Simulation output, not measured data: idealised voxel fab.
The document below concerns the process module designated voxel self aligned contacts.
In the cross-section labelled cut, the width is 235 nm and each square cell is 5 nm.
Throughout this document, each cross-section is represented as a grid of square cells and is presented as a sequence of bands enumerated from the top downward, where a band comprises one or more rows of cells. Within each band entry, the heights of the top and of the bottom of the band appear first, in that order and in nm; the materials of the band then follow from left to right, each with its corresponding width in nm. The designation "throughout" on a single material indicates that it fills the band from edge to edge; the designation "empty" indicates empty space. Height datum 0, below which the as-received substrate wafer is one material. Lowest band open at the bottom, running downward: "top 0, no bottom". Note: "30 to 40" means the width goes from the first number (top row of the band) to the second number (bottom row) in equal steps per row of cells. "no alterations made" (step): cross-section cells unchanged, all of them. Closed empty spaces (no open way to the top) of 8 cells or more are what "Closed void list" lists, each as width x height at distance from the left edge, nm for all three. Note: text after step settings on the step line = simulator remark on that step. overlay nm, on a step with a mask: how far to the right of its planned place the mask lay; to the left if negative.
STEPS IN THE PROCESS PLAN
1 RECEIVE (material Si)
2 CONFORMAL_DEP (material SiO2; thk nm 5)
3 DIRECTIONAL_DEP (material polySi; thk nm 30)
4 DIRECTIONAL_DEP (material SiN; thk nm 20)
5 DIRECTIONAL_DEP (material aC; thk nm 15)
6 PATTERN (tone cover; mask id GATE; material resist; width nm 25; pitch nm 60; thk nm 30; overlay nm 0)
7 DIRECTIONAL_ETCH (etch materials aC; depth nm 15)
8 STRIP (etch materials resist)
9 DIRECTIONAL_ETCH (etch materials SiN; depth nm 20)
10 DIRECTIONAL_ETCH (etch materials polySi; depth nm 30)
11 STRIP (etch materials aC)
12 CONFORMAL_DEP (material SiN; thk nm 10)
13 DIRECTIONAL_ETCH (etch materials SiN; depth nm 10)
14 FILL_DEP (material SiO2; thk nm 15)
15 CMP (height nm 65)
16 MASKED_ETCH (tone open; mask id CONTACT; width nm 45; pitch nm 60; etch materials SiO2; depth nm 65; overlay nm 0)
17 CONFORMAL_DEP (material TiN; thk nm 5)
18 FILL_DEP (material W; thk nm 5)
19 CMP (height nm 65)
20 CONFORMAL_DEP (material SiN; thk nm 5)
AS-RECEIVED STATE OF THE WAFER IN CROSS-SECTION, EQUIVALENT TO POST-STEP 1
top 0, no bottom: Si throughout
Closed void list: none
HERE'S THE WAFER CUT IN CROSS-SECTION AFTER THE MODULE, STARTED AND PLANNED JUST LIKE ABOVE, EXCEPT ONE THING WAS DONE WRONG IN THE RUN
top 70, bottom 65: SiN throughout
top 65, bottom 55: 65 nm SiO2  5 to 10 nm TiN  35 to 5 nm W  5 to 30 nm TiN  15 nm SiO2  5 to 10 nm TiN  35 to 5 nm W  5 to 30 nm TiN  65 nm SiO2
top 55, bottom 35: 25 nm SiO2  45 nm SiN  5 nm TiN  5 nm W  5 nm TiN  45 nm SiN  5 nm TiN  5 nm W  5 nm TiN  45 nm SiN  45 nm SiO2
top 35, bottom 5: 25 nm SiO2  10 nm SiN  25 nm polySi  10 nm SiN  5 nm TiN  5 nm W  5 nm TiN  10 nm SiN  25 nm polySi  10 nm SiN  5 nm TiN  5 nm W  5 nm TiN  10 nm SiN  25 nm polySi  10 nm SiN  45 nm SiO2
top 5, bottom 0: 70 nm SiO2  15 nm TiN  45 nm SiO2  15 nm TiN  90 nm SiO2
top 0, no bottom: Si throughout
Closed void list: none
Nonconformance to the process plan: step 6 changed vs plan, executed as PATTERN (tone cover; mask id GATE; material resist; width nm 25; pitch nm 60; thk nm 30; overlay nm -10)
